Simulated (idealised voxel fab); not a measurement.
The following process module bears the name voxel gate over fins.
Xsec cut, 200 nm wide, square cell size 5 nm.
Heads up, the way a cross-section reads in here is a grid of square cells, handed over as bands from the top down, with every band being one or more rows of cells. This entry defines a band. It first specifies the height of the band's top and the height of its bottom in nm, and then specifies the band's materials from left to right, stating each material with its width in nm. The word "all across" identifies a single material that fills the band from edge to edge, while the word "air" identifies empty space. Height 0 is the level under which the wafer as received is all one material. The lowest band goes on downwards, as in "0 and below". The two numbers in a width such as "30..40" mark its ends across the band: the first belongs to the top row of cells, the second to the bottom row, and from each row to the next the width moves by the same amount. No cell of the cross-section changed in a step that is given as "left unchanged". Closed-off voids of 8+ cells (no open route to the top) go in "Fully closed voids", written width x height at distance from the left edge, in nm. On a step's line, text after the settings is the simulator commenting on that step. The "overlay nm" setting may appear on a step's line; for a step that uses a mask, it gives how far to the right of its planned position the mask lay, and a negative value indicates the left.
**So here's the lineup of process steps we planned**
| 1 | RECEIVE,material Si |
| 2 | CONFORMAL_DEP,material SiN,thk nm 10 |
| 3 | PATTERN,tone cover,mask id FINS,material resist,width nm 15,pitch nm 60,thk nm 15,overlay nm 0 |
| 4 | DIRECTIONAL_ETCH,etch materials SiN,depth nm 10 |
| 5 | DIRECTIONAL_ETCH,etch materials Si,depth nm 35 |
| 6 | STRIP,etch materials resist |
| 7 | FILL_DEP,material SiO2,thk nm 5 |
| 8 | CMP,height nm 10 |
| 9 | DIRECTIONAL_DEP,material aC,thk nm 15 |
| 10 | PATTERN,tone open,mask id RAIL,material resist,width nm 15,thk nm 30,overlay nm 0 |
| 11 | DIRECTIONAL_ETCH,etch materials aC,depth nm 15 |
| 12 | STRIP,etch materials resist |
| 13 | DIRECTIONAL_ETCH,etch materials SiO2,depth nm 40 |
| 14 | STRIP,etch materials aC |
| 15 | CONFORMAL_DEP,material TiN,thk nm 5 |
| 16 | FILL_DEP,material W,thk nm 5 |
| 17 | CMP,height nm 10 |
| 18 | SELECTIVE_ETCH,etch materials W Ru TiN,depth nm 30 |
| 19 | FILL_DEP,material SiO2,thk nm 5 |
| 20 | CMP,height nm 10 |
| 21 | SELECTIVE_ETCH,etch materials SiO2,depth nm 25 |
| 22 | STRIP,etch materials SiN |
| 23 | CONFORMAL_DEP,material HfO2,thk nm 5 |
| 24 | CONFORMAL_DEP,material TiN,thk nm 5 |
| 25 | CONFORMAL_DEP,material TiAl,thk nm 5 |
| 26 | CONFORMAL_DEP,material TiN,thk nm 5 |
| 27 | FILL_DEP,material W,thk nm 15 |
| 28 | CMP,height nm 30 |
| 29 | CONFORMAL_DEP,material SiCN,thk nm 5 |
**Below: the first of two wafers, run as planned**
**Wafer cross-section on receipt, i.e. after step 1**
	0 and below = Si all across
	Fully closed voids: none
**Cross-section: wafer state after step 2**
	10 down to 0 = SiN all across
	Lower than 0, everything is as it was.
**Cross-section: wafer state after step 3**
	25 down to 10 = air (60), then resist (15), then air (45), then resist (15), then air (65)
	Lower than 10, everything is as it was.
**Cross-section: wafer state after step 4**
	25 down to 10 = air (60), then resist (15), then air (45), then resist (15), then air (65)
	10 down to 0 = air (60), then SiN (15), then air (45), then SiN (15), then air (65)
	Lower than 0, everything is as it was.
**Cross-section: wafer state after step 5**
	25 down to 10 = air (60), then resist (15), then air (45), then resist (15), then air (65)
	10 down to 0 = air (60), then SiN (15), then air (45), then SiN (15), then air (65)
	0 down to -35 = air (60), then Si (15), then air (45), then Si (15), then air (65)
	Lower than -35, everything is as it was.
**Cross-section: wafer state after step 6**
	10 down to 0 = air (60), then SiN (15), then air (45), then SiN (15), then air (65)
	Lower than 0, everything is as it was.
**Cross-section: wafer state after step 7**
	15 down to 10 = SiO2 all across
	10 down to 0 = SiO2 (60), then SiN (15), then SiO2 (45), then SiN (15), then SiO2 (65)
	0 down to -35 = SiO2 (60), then Si (15), then SiO2 (45), then Si (15), then SiO2 (65)
	Lower than -35, everything is as it was.
**Cross-section: wafer state after step 8**
	10 down to 0 = SiO2 (60), then SiN (15), then SiO2 (45), then SiN (15), then SiO2 (65)
	Lower than 0, everything is as it was.
**Cross-section: wafer state after step 9**
	25 down to 10 = aC all across
	Lower than 10, everything is as it was.
**Cross-section: wafer state after step 10**
	55 down to 25 = resist (90), then air (15), then resist (95)
	Lower than 25, everything is as it was.
**Cross-section: wafer state after step 11**
	40 down to 25 = resist (90), then air (15), then resist (95)
	25 down to 10 = aC (90), then air (15), then aC (95)
	Lower than 10, everything is as it was.
**Cross-section: wafer state after step 12**
	25 down to 10 = aC (90), then air (15), then aC (95)
	Lower than 10, everything is as it was.
**Cross-section: wafer state after step 13**
	25 down to 10 = aC (90), then air (15), then aC (95)
	10 down to 0 = SiO2 (60), then SiN (15), then SiO2 (15), then air (15), then SiO2 (15), then SiN (15), then SiO2 (65)
	0 down to -30 = SiO2 (60), then Si (15), then SiO2 (15), then air (15), then SiO2 (15), then Si (15), then SiO2 (65)
	Lower than -30, everything is as it was.
**Cross-section: wafer state after step 14**
	10 down to 0 = SiO2 (60), then SiN (15), then SiO2 (15), then air (15), then SiO2 (15), then SiN (15), then SiO2 (65)
	Lower than 0, everything is as it was.
**Cross-section: wafer state after step 15**
	15 down to 10 = TiN (95), then air (5), then TiN (100)
	10 down to 0 = SiO2 (60), then SiN (15), then SiO2 (15), then TiN (5), then air (5), then TiN (5), then SiO2 (15), then SiN (15), then SiO2 (65)
	0 down to -25 = SiO2 (60), then Si (15), then SiO2 (15), then TiN (5), then air (5), then TiN (5), then SiO2 (15), then Si (15), then SiO2 (65)
	-25 down to -30 = SiO2 (60), then Si (15), then SiO2 (15), then TiN (15), then SiO2 (15), then Si (15), then SiO2 (65)
	Lower than -30, everything is as it was.
**Cross-section: wafer state after step 16**
	20 down to 15 = W all across
	15 down to 10 = TiN (95), then W (5), then TiN (100)
	10 down to 0 = SiO2 (60), then SiN (15), then SiO2 (15), then TiN (5), then W (5), then TiN (5), then SiO2 (15), then SiN (15), then SiO2 (65)
	0 down to -25 = SiO2 (60), then Si (15), then SiO2 (15), then TiN (5), then W (5), then TiN (5), then SiO2 (15), then Si (15), then SiO2 (65)
	Lower than -25, everything is as it was.
**Cross-section: wafer state after step 17**
	10 down to 0 = SiO2 (60), then SiN (15), then SiO2 (15), then TiN (5), then W (5), then TiN (5), then SiO2 (15), then SiN (15), then SiO2 (65)
	Lower than 0, everything is as it was.
**Cross-section: wafer state after step 18**
	10 down to 0 = SiO2 (60), then SiN (15), then SiO2 (15), then air (15), then SiO2 (15), then SiN (15), then SiO2 (65)
	0 down to -20 = SiO2 (60), then Si (15), then SiO2 (15), then air (15), then SiO2 (15), then Si (15), then SiO2 (65)
	Lower than -20, everything is as it was.
**Cross-section: wafer state after step 19**
	15 down to 10 = SiO2 all across
	10 down to 0 = SiO2 (60), then SiN (15), then SiO2 (45), then SiN (15), then SiO2 (65)
	0 down to -20 = SiO2 (60), then Si (15), then SiO2 (45), then Si (15), then SiO2 (65)
	Lower than -20, everything is as it was.
**Cross-section: wafer state after step 20**
	10 down to 0 = SiO2 (60), then SiN (15), then SiO2 (45), then SiN (15), then SiO2 (65)
	Lower than 0, everything is as it was.
**Cross-section: wafer state after step 21**
	10 down to 0 = air (60), then SiN (15), then air (45), then SiN (15), then air (65)
	0 down to -15 = air (60), then Si (15), then air (45), then Si (15), then air (65)
	Lower than -15, everything is as it was.
**Cross-section: wafer state after step 22**
	0 down to -15 = air (60), then Si (15), then air (45), then Si (15), then air (65)
	Lower than -15, everything is as it was.
**Cross-section: wafer state after step 23**
	5 down to 0 = air (55), then HfO2 (25), then air (35), then HfO2 (25), then air (60)
	0 down to -10 = air (55), then HfO2 (5), then Si (15), then HfO2 (5), then air (35), then HfO2 (5), then Si (15), then HfO2 (5), then air (60)
	-10 down to -15 = HfO2 (60), then Si (15), then HfO2 (45), then Si (15), then HfO2 (65)
	Lower than -15, everything is as it was.
**Cross-section: wafer state after step 24**
	10 down to 5 = air (50), then TiN (35), then air (25), then TiN (35), then air (55)
	5 down to 0 = air (50), then TiN (5), then HfO2 (25), then TiN (5), then air (25), then TiN (5), then HfO2 (25), then TiN (5), then air (55)
	0 down to -5 = air (50), then TiN (5), then HfO2 (5), then Si (15), then HfO2 (5), then TiN (5), then air (25), then TiN (5), then HfO2 (5), then Si (15), then HfO2 (5), then TiN (5), then air (55)
	-5 down to -10 = TiN (55), then HfO2 (5), then Si (15), then HfO2 (5), then TiN (35), then HfO2 (5), then Si (15), then HfO2 (5), then TiN (60)
	Lower than -10, everything is as it was.
**Cross-section: wafer state after step 25**
	15 down to 10 = air (45), then TiAl (45), then air (15), then TiAl (45), then air (50)
	10 down to 5 = air (45), then TiAl (5), then TiN (35), then TiAl (5), then air (15), then TiAl (5), then TiN (35), then TiAl (5), then air (50)
	5 down to 0 = air (45), then TiAl (5), then TiN (5), then HfO2 (25), then TiN (5), then TiAl (5), then air (15), then TiAl (5), then TiN (5), then HfO2 (25), then TiN (5), then TiAl (5), then air (50)
	0 down to -5 = TiAl (50), then TiN (5), then HfO2 (5), then Si (15), then HfO2 (5), then TiN (5), then TiAl (25), then TiN (5), then HfO2 (5), then Si (15), then HfO2 (5), then TiN (5), then TiAl (55)
	Lower than -5, everything is as it was.
**Cross-section: wafer state after step 26**
	20 down to 15 = air (40), then TiN (55), then air (5), then TiN (55), then air (45)
	15 down to 10 = air (40), then TiN (5), then TiAl (45), then TiN (5), then air (5), then TiN (5), then TiAl (45), then TiN (5), then air (45)
	10 down to 5 = air (40), then TiN (5), then TiAl (5), then TiN (35), then TiAl (5), then TiN (5), then air (5), then TiN (5), then TiAl (5), then TiN (35), then TiAl (5), then TiN (5), then air (45)
	5 down to 0 = TiN (45), then TiAl (5), then TiN (5), then HfO2 (25), then TiN (5), then TiAl (5), then TiN (15), then TiAl (5), then TiN (5), then HfO2 (25), then TiN (5), then TiAl (5), then TiN (50)
	Lower than 0, everything is as it was.
**Cross-section: wafer state after step 27**
	35 down to 20 = W all across
	20 down to 15 = W (40), then TiN (55), then W (5), then TiN (55), then W (45)
	15 down to 10 = W (40), then TiN (5), then TiAl (45), then TiN (5), then W (5), then TiN (5), then TiAl (45), then TiN (5), then W (45)
	10 down to 5 = W (40), then TiN (5), then TiAl (5), then TiN (35), then TiAl (5), then TiN (5), then W (5), then TiN (5), then TiAl (5), then TiN (35), then TiAl (5), then TiN (5), then W (45)
	Lower than 5, everything is as it was.
**Cross-section: wafer state after step 28**
	30 down to 20 = W all across
	Lower than 20, everything is as it was.
**Cross-section: wafer state after step 29**
	35 down to 30 = SiCN all across
	Lower than 30, everything is as it was.
**The second wafer was prepared from the same starting point and under the same plan as the first; its processing contained one mistake, and it remains indistinguishable from the first wafer up to and including step 2**
**Second wafer: cross-section at the scheduled end of step 3**
	25 down to 10 = resist (60), then air (15), then resist (45), then air (15), then resist (65)
	Lower than 10, everything is as it was.
**Second wafer: cross-section at the scheduled end of step 4**
	25 down to 10 = resist (60), then air (15), then resist (45), then air (15), then resist (65)
	10 down to 0 = SiN (60), then air (15), then SiN (45), then air (15), then SiN (65)
	Lower than 0, everything is as it was.
**Second wafer: cross-section at the scheduled end of step 5**
	25 down to 10 = resist (60), then air (15), then resist (45), then air (15), then resist (65)
	10 down to 0 = SiN (60), then air (15), then SiN (45), then air (15), then SiN (65)
	0 down to -35 = Si (60), then air (15), then Si (45), then air (15), then Si (65)
	Lower than -35, everything is as it was.
**Second wafer: cross-section at the scheduled end of step 6**
	10 down to 0 = SiN (60), then air (15), then SiN (45), then air (15), then SiN (65)
	Lower than 0, everything is as it was.
**Second wafer: cross-section at the scheduled end of step 7**
	15 down to 10 = SiO2 all across
	10 down to 0 = SiN (60), then SiO2 (15), then SiN (45), then SiO2 (15), then SiN (65)
	0 down to -35 = Si (60), then SiO2 (15), then Si (45), then SiO2 (15), then Si (65)
	Lower than -35, everything is as it was.
**Second wafer: cross-section at the scheduled end of step 8**
	10 down to 0 = SiN (60), then SiO2 (15), then SiN (45), then SiO2 (15), then SiN (65)
	Lower than 0, everything is as it was.
**Second wafer: cross-section at the scheduled end of step 9**
	25 down to 10 = aC all across
	Lower than 10, everything is as it was.
**Second wafer: cross-section at the scheduled end of step 10**
	55 down to 25 = resist (90), then air (15), then resist (95)
	Lower than 25, everything is as it was.
**Second wafer: cross-section at the scheduled end of step 11**
	40 down to 25 = resist (90), then air (15), then resist (95)
	25 down to 10 = aC (90), then air (15), then aC (95)
	Lower than 10, everything is as it was.
**Second wafer: cross-section at the scheduled end of step 12**
	25 down to 10 = aC (90), then air (15), then aC (95)
	Lower than 10, everything is as it was.
Second wafer: cross-section at the scheduled end of step 13: left unchanged
**Second wafer: cross-section at the scheduled end of step 14**
	10 down to 0 = SiN (60), then SiO2 (15), then SiN (45), then SiO2 (15), then SiN (65)
	Lower than 0, everything is as it was.
**Second wafer: cross-section at the scheduled end of step 15**
	15 down to 10 = TiN all across
	Lower than 10, everything is as it was.
**Second wafer: cross-section at the scheduled end of step 16**
	20 down to 15 = W all across
	Lower than 15, everything is as it was.
**Second wafer: cross-section at the scheduled end of step 17**
	10 down to 0 = SiN (60), then SiO2 (15), then SiN (45), then SiO2 (15), then SiN (65)
	Lower than 0, everything is as it was.
Second wafer: cross-section at the scheduled end of step 18: left unchanged
**Second wafer: cross-section at the scheduled end of step 19**
	15 down to 10 = SiO2 all across
	Lower than 10, everything is as it was.
**Second wafer: cross-section at the scheduled end of step 20**
	10 down to 0 = SiN (60), then SiO2 (15), then SiN (45), then SiO2 (15), then SiN (65)
	Lower than 0, everything is as it was.
**Second wafer: cross-section at the scheduled end of step 21**
	10 down to 0 = SiN (60), then air (15), then SiN (45), then air (15), then SiN (65)
	0 down to -15 = Si (60), then air (15), then Si (45), then air (15), then Si (65)
	Lower than -15, everything is as it was.
**Second wafer: cross-section at the scheduled end of step 22**
	0 down to -15 = Si (60), then air (15), then Si (45), then air (15), then Si (65)
	Lower than -15, everything is as it was.
**Second wafer: cross-section at the scheduled end of step 23**
	5 down to 0 = HfO2 (65), then air (5), then HfO2 (55), then air (5), then HfO2 (70)
	0 down to -10 = Si (60), then HfO2 (5), then air (5), then HfO2 (5), then Si (45), then HfO2 (5), then air (5), then HfO2 (5), then Si (65)
	-10 down to -15 = Si (60), then HfO2 (15), then Si (45), then HfO2 (15), then Si (65)
	Lower than -15, everything is as it was.
**Second wafer: cross-section at the scheduled end of step 24**
	10 down to 5 = TiN all across
	5 down to 0 = HfO2 (65), then TiN (5), then HfO2 (55), then TiN (5), then HfO2 (70)
	0 down to -10 = Si (60), then HfO2 (5), then TiN (5), then HfO2 (5), then Si (45), then HfO2 (5), then TiN (5), then HfO2 (5), then Si (65)
	Lower than -10, everything is as it was.
**Second wafer: cross-section at the scheduled end of step 25**
	15 down to 10 = TiAl all across
	Lower than 10, everything is as it was.
**Second wafer: cross-section at the scheduled end of step 26**
	20 down to 15 = TiN all across
	Lower than 15, everything is as it was.
**Second wafer: cross-section at the scheduled end of step 27**
	35 down to 20 = W all across
	Lower than 20, everything is as it was.
**Second wafer: cross-section at the scheduled end of step 28**
	30 down to 20 = W all across
	Lower than 20, everything is as it was.
**Second wafer: cross-section at the scheduled end of step 29**
	35 down to 30 = SiCN all across
	Lower than 30, everything is as it was.
Finding, execution versus plan: note that step 3 departed from the planned setting and was carried out as PATTERN,tone open,mask id FINS,material resist,width nm 15,pitch nm 60,thk nm 15,overlay nm 0
At the finish, the second wafer shows more or fewer cells for some materials than the first does: Si +196 | SiO2 -106 | TiAl -12 | TiN -23 | W -55
